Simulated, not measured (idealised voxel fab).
Process module under the name voxel capacitor over wiring
Cross-section cut spans 270 nm and uses square cells 5 nm in size.
Reading order for cross-sections: top band down to bottom band. Underlying form: a grid of square cells. Band size: one or more rows of cells. Top, bottom (nm), then materials left to right with widths (nm); lone material tagged "edge to edge" fills the whole band edge to edge; "empty" = empty space. We count height from 0. Below that, the starting wafer is all one material. The lowest band never ends at the bottom but goes on down; see "0 -> down" for how that is written. A width such as "30 to 40" changes by the same amount from each row of cells to the next, from the band's top row to its bottom row. "nothing altered" after a step means that no cell of the cross-section changed. Under "Internal closed voids" you'll find the enclosed gaps, the ones with no way out to the top, that are 8 cells or bigger; each reads width x height at distance, with distance counted from the left edge, everything in nm. Post-settings text on a step line: simulator's own remark regarding the step. overlay nm: right-of-plan distance of the mask on a masked step; negative values mean left-of-plan.
The planned process steps are enumerated hereunder:
1 RECEIVE,material Si
2 CONFORMAL_DEP,material SiO2,thk nm 10
3 DIRECTIONAL_DEP,material TiN,thk nm 5
4 DIRECTIONAL_DEP,material W,thk nm 15
5 MASKED_ETCH,tone cover,mask id METAL_1,width nm 25,pitch nm 95,etch materials W,depth nm 15,overlay nm 0
6 MASKED_ETCH,tone cover,mask id METAL_1,width nm 25,pitch nm 95,etch materials TiN,depth nm 5,overlay nm 0
7 CONFORMAL_DEP,material SiCN,thk nm 5
8 FILL_DEP,material lowk,thk nm 10
9 CMP,height nm 30
10 CONFORMAL_DEP,material SiCN,thk nm 5
11 DIRECTIONAL_DEP,material SiO2,thk nm 10
12 DIRECTIONAL_DEP,material aC,thk nm 15
13 PATTERN,tone open,mask id PLUG_1,material resist,width nm 15,thk nm 30,overlay nm 0
14 DIRECTIONAL_ETCH,etch materials aC,depth nm 15
15 STRIP,etch materials resist
16 DIRECTIONAL_ETCH,etch materials SiO2,depth nm 10
17 DIRECTIONAL_ETCH,etch materials SiCN,depth nm 5
18 STRIP,etch materials aC
19 EPI,material Ru,thk nm 10
20 EPI,material Ru,thk nm 5
21 DIRECTIONAL_DEP,material TiN,thk nm 10
22 DIRECTIONAL_DEP,material HfO2,thk nm 5
23 DIRECTIONAL_DEP,material TiN,thk nm 5
24 MASKED_ETCH,tone cover,mask id UPPER_PLATE,width nm 75,etch materials TiN,depth nm 5,overlay nm 0
25 MASKED_ETCH,tone cover,mask id UPPER_PLATE,width nm 75,etch materials HfO2,depth nm 5,overlay nm 0
26 DIRECTIONAL_DEP,material aC,thk nm 10
27 PATTERN,tone cover,mask id LOWER_PLATE,material resist,width nm 85,thk nm 25,overlay nm 0
28 DIRECTIONAL_ETCH,etch materials aC,depth nm 10
29 STRIP,etch materials resist
30 DIRECTIONAL_ETCH,etch materials TiN,depth nm 10
31 STRIP,etch materials aC
32 FILL_DEP,material SiO2,thk nm 20
33 CMP,height nm 80
34 PATTERN,tone open,mask id PLUG_2,material resist,width nm 15,thk nm 20,overlay nm 0
35 DIRECTIONAL_ETCH,etch materials SiO2,depth nm 15
36 STRIP,etch materials resist
37 CONFORMAL_DEP,material TiN,thk nm 5
38 FILL_DEP,material W,thk nm 10
39 CMP,height nm 80
40 CONFORMAL_DEP,material SiN,thk nm 5
So, the first of our two wafers, run just as we planned it:
This is the cross-section of the wafer as we received it, i.e. after step 1:
    0 -> down  Si edge to edge
    Internal closed voids: none
The wafer in cross-section once step 2 is complete:
    10 -> 0  SiO2 edge to edge
    Below 0, the layers are the same as they were.
The wafer in cross-section once step 3 is complete:
    15 -> 10  TiN edge to edge
    Below 10, the layers are the same as they were.
The wafer in cross-section once step 4 is complete:
    30 -> 15  W edge to edge
    Below 15, the layers are the same as they were.
The wafer in cross-section once step 5 is complete:
    30 -> 15  75 nm empty, 25 nm W, 70 nm empty, 25 nm W, 75 nm empty
    Below 15, the layers are the same as they were.
The wafer in cross-section once step 6 is complete:
    30 -> 15  75 nm empty, 25 nm W, 70 nm empty, 25 nm W, 75 nm empty
    15 -> 10  75 nm empty, 25 nm TiN, 70 nm empty, 25 nm TiN, 75 nm empty
    Below 10, the layers are the same as they were.
The wafer in cross-section once step 7 is complete:
    35 -> 30  70 nm empty, 35 nm SiCN, 60 nm empty, 35 nm SiCN, 70 nm empty
    30 -> 15  70 nm empty, 5 nm SiCN, 25 nm W, 5 nm SiCN, 60 nm empty, 5 nm SiCN, 25 nm W, 5 nm SiCN, 70 nm empty
    15 -> 10  75 nm SiCN, 25 nm TiN, 70 nm SiCN, 25 nm TiN, 75 nm SiCN
    Below 10, the layers are the same as they were.
The wafer in cross-section once step 8 is complete:
    45 -> 35  lowk edge to edge
    35 -> 30  70 nm lowk, 35 nm SiCN, 60 nm lowk, 35 nm SiCN, 70 nm lowk
    30 -> 15  70 nm lowk, 5 nm SiCN, 25 nm W, 5 nm SiCN, 60 nm lowk, 5 nm SiCN, 25 nm W, 5 nm SiCN, 70 nm lowk
    Below 15, the layers are the same as they were.
The wafer in cross-section once step 9 is complete:
    30 -> 15  70 nm lowk, 5 nm SiCN, 25 nm W, 5 nm SiCN, 60 nm lowk, 5 nm SiCN, 25 nm W, 5 nm SiCN, 70 nm lowk
    Below 15, the layers are the same as they were.
The wafer in cross-section once step 10 is complete:
    35 -> 30  SiCN edge to edge
    Below 30, the layers are the same as they were.
The wafer in cross-section once step 11 is complete:
    45 -> 35  SiO2 edge to edge
    Below 35, the layers are the same as they were.
The wafer in cross-section once step 12 is complete:
    60 -> 45  aC edge to edge
    Below 45, the layers are the same as they were.
The wafer in cross-section once step 13 is complete:
    90 -> 60  85 nm resist, 15 nm empty, 170 nm resist
    Below 60, the layers are the same as they were.
The wafer in cross-section once step 14 is complete:
    75 -> 60  85 nm resist, 15 nm empty, 170 nm resist
    60 -> 45  85 nm aC, 15 nm empty, 170 nm aC
    Below 45, the layers are the same as they were.
The wafer in cross-section once step 15 is complete:
    60 -> 45  85 nm aC, 15 nm empty, 170 nm aC
    Below 45, the layers are the same as they were.
The wafer in cross-section once step 16 is complete:
    60 -> 45  85 nm aC, 15 nm empty, 170 nm aC
    45 -> 35  85 nm SiO2, 15 nm empty, 170 nm SiO2
    Below 35, the layers are the same as they were.
The wafer in cross-section once step 17 is complete:
    60 -> 45  85 nm aC, 15 nm empty, 170 nm aC
    45 -> 35  85 nm SiO2, 15 nm empty, 170 nm SiO2
    35 -> 30  85 nm SiCN, 15 nm empty, 170 nm SiCN
    Below 30, the layers are the same as they were.
The wafer in cross-section once step 18 is complete:
    45 -> 35  85 nm SiO2, 15 nm empty, 170 nm SiO2
    Below 35, the layers are the same as they were.
The wafer in cross-section once step 19 is complete:
    45 -> 40  85 nm SiO2, 15 nm empty, 170 nm SiO2
    40 -> 35  85 nm SiO2, 15 nm Ru, 170 nm SiO2
    35 -> 30  85 nm SiCN, 15 nm Ru, 170 nm SiCN
    Below 30, the layers are the same as they were.
The wafer in cross-section once step 20 is complete:
    45 -> 35  85 nm SiO2, 15 nm Ru, 170 nm SiO2
    Below 35, the layers are the same as they were.
The wafer in cross-section once step 21 is complete:
    55 -> 45  TiN edge to edge
    Below 45, the layers are the same as they were.
The wafer in cross-section once step 22 is complete:
    60 -> 55  HfO2 edge to edge
    Below 55, the layers are the same as they were.
The wafer in cross-section once step 23 is complete:
    65 -> 60  TiN edge to edge
    Below 60, the layers are the same as they were.
The wafer in cross-section once step 24 is complete:
    65 -> 60  85 nm empty, 75 nm TiN, 110 nm empty
    Below 60, the layers are the same as they were.
The wafer in cross-section once step 25 is complete:
    65 -> 60  85 nm empty, 75 nm TiN, 110 nm empty
    60 -> 55  85 nm empty, 75 nm HfO2, 110 nm empty
    Below 55, the layers are the same as they were.
The wafer in cross-section once step 26 is complete:
    75 -> 65  85 nm empty, 75 nm aC, 110 nm empty
    65 -> 60  85 nm aC, 75 nm TiN, 110 nm aC
    60 -> 55  85 nm aC, 75 nm HfO2, 110 nm aC
    Below 55, the layers are the same as they were.
The wafer in cross-section once step 27 is complete:
    100 -> 75  80 nm empty, 85 nm resist, 105 nm empty
    75 -> 65  80 nm empty, 5 nm resist, 75 nm aC, 5 nm resist, 105 nm empty
    Below 65, the layers are the same as they were.
The wafer in cross-section once step 28 is complete:
    90 -> 75  80 nm empty, 85 nm resist, 105 nm empty
    75 -> 65  80 nm empty, 5 nm resist, 75 nm aC, 5 nm resist, 105 nm empty
    65 -> 60  80 nm empty, 5 nm aC, 75 nm TiN, 5 nm aC, 105 nm empty
    60 -> 55  80 nm empty, 5 nm aC, 75 nm HfO2, 5 nm aC, 105 nm empty
    Below 55, the layers are the same as they were.
The wafer in cross-section once step 29 is complete:
    75 -> 65  85 nm empty, 75 nm aC, 110 nm empty
    Below 65, the layers are the same as they were.
The wafer in cross-section once step 30 is complete:
    75 -> 65  85 nm empty, 75 nm aC, 110 nm empty
    65 -> 60  80 nm empty, 5 nm aC, 75 nm TiN, 5 nm aC, 105 nm empty
    60 -> 55  80 nm empty, 5 nm aC, 75 nm HfO2, 5 nm aC, 105 nm empty
    55 -> 45  80 nm empty, 85 nm TiN, 105 nm empty
    Below 45, the layers are the same as they were.
The wafer in cross-section once step 31 is complete:
    65 -> 60  85 nm empty, 75 nm TiN, 110 nm empty
    60 -> 55  85 nm empty, 75 nm HfO2, 110 nm empty
    Below 55, the layers are the same as they were.
The wafer in cross-section once step 32 is complete:
    85 -> 65  SiO2 edge to edge
    65 -> 60  85 nm SiO2, 75 nm TiN, 110 nm SiO2
    60 -> 55  85 nm SiO2, 75 nm HfO2, 110 nm SiO2
    55 -> 45  80 nm SiO2, 85 nm TiN, 105 nm SiO2
    Below 45, the layers are the same as they were.
The wafer in cross-section once step 33 is complete:
    80 -> 65  SiO2 edge to edge
    Below 65, the layers are the same as they were.
The wafer in cross-section once step 34 is complete:
    100 -> 80  95 nm resist, 15 nm empty, 160 nm resist
    Below 80, the layers are the same as they were.
The wafer in cross-section once step 35 is complete:
    100 -> 80  95 nm resist, 15 nm empty, 160 nm resist
    80 -> 65  95 nm SiO2, 15 nm empty, 160 nm SiO2
    Below 65, the layers are the same as they were.
The wafer in cross-section once step 36 is complete:
    80 -> 65  95 nm SiO2, 15 nm empty, 160 nm SiO2
    Below 65, the layers are the same as they were.
The wafer in cross-section once step 37 is complete:
    85 -> 80  100 nm TiN, 5 nm empty, 165 nm TiN
    80 -> 70  95 nm SiO2, 5 nm TiN, 5 nm empty, 5 nm TiN, 160 nm SiO2
    70 -> 60  95 to 85 nm SiO2, 15 to 75 nm TiN, 160 to 110 nm SiO2
    Below 60, the layers are the same as they were.
The wafer in cross-section once step 38 is complete:
    95 -> 85  W edge to edge
    85 -> 80  100 nm TiN, 5 nm W, 165 nm TiN
    80 -> 70  95 nm SiO2, 5 nm TiN, 5 nm W, 5 nm TiN, 160 nm SiO2
    Below 70, the layers are the same as they were.
The wafer in cross-section once step 39 is complete:
    80 -> 70  95 nm SiO2, 5 nm TiN, 5 nm W, 5 nm TiN, 160 nm SiO2
    Below 70, the layers are the same as they were.
The wafer in cross-section once step 40 is complete:
    85 -> 80  SiN edge to edge
    Below 80, the layers are the same as they were.
Second Wafer (Identical Start and Plan, One Processing Error; Matches First Wafer Through Step 23):
Cross-section of the second wafer at the time step 24 of the plan should have ended:
    65 -> 60  90 nm empty, 65 nm TiN, 115 nm empty
    Below 60, the layers are the same as they were.
Cross-section of the second wafer at the time step 25 of the plan should have ended:
    65 -> 60  90 nm empty, 65 nm TiN, 115 nm empty
    60 -> 55  85 nm empty, 75 nm HfO2, 110 nm empty
    Below 55, the layers are the same as they were.
Cross-section of the second wafer at the time step 26 of the plan should have ended:
    75 -> 65  90 to 85 nm empty, 65 to 75 nm aC, 115 to 110 nm empty
    65 -> 60  90 nm aC, 65 nm TiN, 115 nm aC
    60 -> 55  85 nm aC, 75 nm HfO2, 110 nm aC
    Below 55, the layers are the same as they were.
Cross-section of the second wafer at the time step 27 of the plan should have ended:
    100 -> 75  80 nm empty, 85 nm resist, 105 nm empty
    75 -> 65  80 nm empty, 10 to 5 nm resist, 65 to 75 nm aC, 10 to 5 nm resist, 105 nm empty
    Below 65, the layers are the same as they were.
Cross-section of the second wafer at the time step 28 of the plan should have ended:
    90 -> 75  80 nm empty, 85 nm resist, 105 nm empty
    75 -> 65  80 nm empty, 10 to 5 nm resist, 65 to 75 nm aC, 10 to 5 nm resist, 105 nm empty
    65 -> 60  80 nm empty, 10 nm aC, 65 nm TiN, 10 nm aC, 105 nm empty
    60 -> 55  80 nm empty, 5 nm aC, 75 nm HfO2, 5 nm aC, 105 nm empty
    Below 55, the layers are the same as they were.
Cross-section of the second wafer at the time step 29 of the plan should have ended:
    75 -> 65  90 to 85 nm empty, 65 to 75 nm aC, 115 to 110 nm empty
    Below 65, the layers are the same as they were.
Cross-section of the second wafer at the time step 30 of the plan should have ended:
    75 -> 65  90 to 85 nm empty, 65 to 75 nm aC, 115 to 110 nm empty
    65 -> 60  80 nm empty, 10 nm aC, 65 nm TiN, 10 nm aC, 105 nm empty
    60 -> 55  80 nm empty, 5 nm aC, 75 nm HfO2, 5 nm aC, 105 nm empty
    55 -> 45  80 nm empty, 85 nm TiN, 105 nm empty
    Below 45, the layers are the same as they were.
Cross-section of the second wafer at the time step 31 of the plan should have ended:
    65 -> 60  90 nm empty, 65 nm TiN, 115 nm empty
    60 -> 55  85 nm empty, 75 nm HfO2, 110 nm empty
    Below 55, the layers are the same as they were.
Cross-section of the second wafer at the time step 32 of the plan should have ended:
    85 -> 65  SiO2 edge to edge
    65 -> 60  90 nm SiO2, 65 nm TiN, 115 nm SiO2
    60 -> 55  85 nm SiO2, 75 nm HfO2, 110 nm SiO2
    55 -> 45  80 nm SiO2, 85 nm TiN, 105 nm SiO2
    Below 45, the layers are the same as they were.
Cross-section of the second wafer at the time step 33 of the plan should have ended:
    80 -> 65  SiO2 edge to edge
    Below 65, the layers are the same as they were.
Cross-section of the second wafer at the time step 34 of the plan should have ended:
    100 -> 80  95 nm resist, 15 nm empty, 160 nm resist
    Below 80, the layers are the same as they were.
Cross-section of the second wafer at the time step 35 of the plan should have ended:
    100 -> 80  95 nm resist, 15 nm empty, 160 nm resist
    80 -> 65  95 nm SiO2, 15 nm empty, 160 nm SiO2
    Below 65, the layers are the same as they were.
Cross-section of the second wafer at the time step 36 of the plan should have ended:
    80 -> 65  95 nm SiO2, 15 nm empty, 160 nm SiO2
    Below 65, the layers are the same as they were.
Cross-section of the second wafer at the time step 37 of the plan should have ended:
    85 -> 80  100 nm TiN, 5 nm empty, 165 nm TiN
    80 -> 70  95 nm SiO2, 5 nm TiN, 5 nm empty, 5 nm TiN, 160 nm SiO2
    70 -> 60  95 to 90 nm SiO2, 15 to 65 nm TiN, 160 to 115 nm SiO2
    Below 60, the layers are the same as they were.
Cross-section of the second wafer at the time step 38 of the plan should have ended:
    95 -> 85  W edge to edge
    85 -> 80  100 nm TiN, 5 nm W, 165 nm TiN
    80 -> 70  95 nm SiO2, 5 nm TiN, 5 nm W, 5 nm TiN, 160 nm SiO2
    Below 70, the layers are the same as they were.
Cross-section of the second wafer at the time step 39 of the plan should have ended:
    80 -> 70  95 nm SiO2, 5 nm TiN, 5 nm W, 5 nm TiN, 160 nm SiO2
    Below 70, the layers are the same as they were.
Cross-section of the second wafer at the time step 40 of the plan should have ended:
    85 -> 80  SiN edge to edge
    Below 80, the layers are the same as they were.
Deviation noted in wafer processing: note that step 24 departed from the planned setting and was carried out as MASKED_ETCH,tone cover,mask id UPPER_PLATE,width nm 65,etch materials TiN,depth nm 5,overlay nm 0
Upon completion, the second wafer contains, in terms of cells, a greater or smaller amount of certain materials than the first wafer: SiO2 +2 | TiN -2
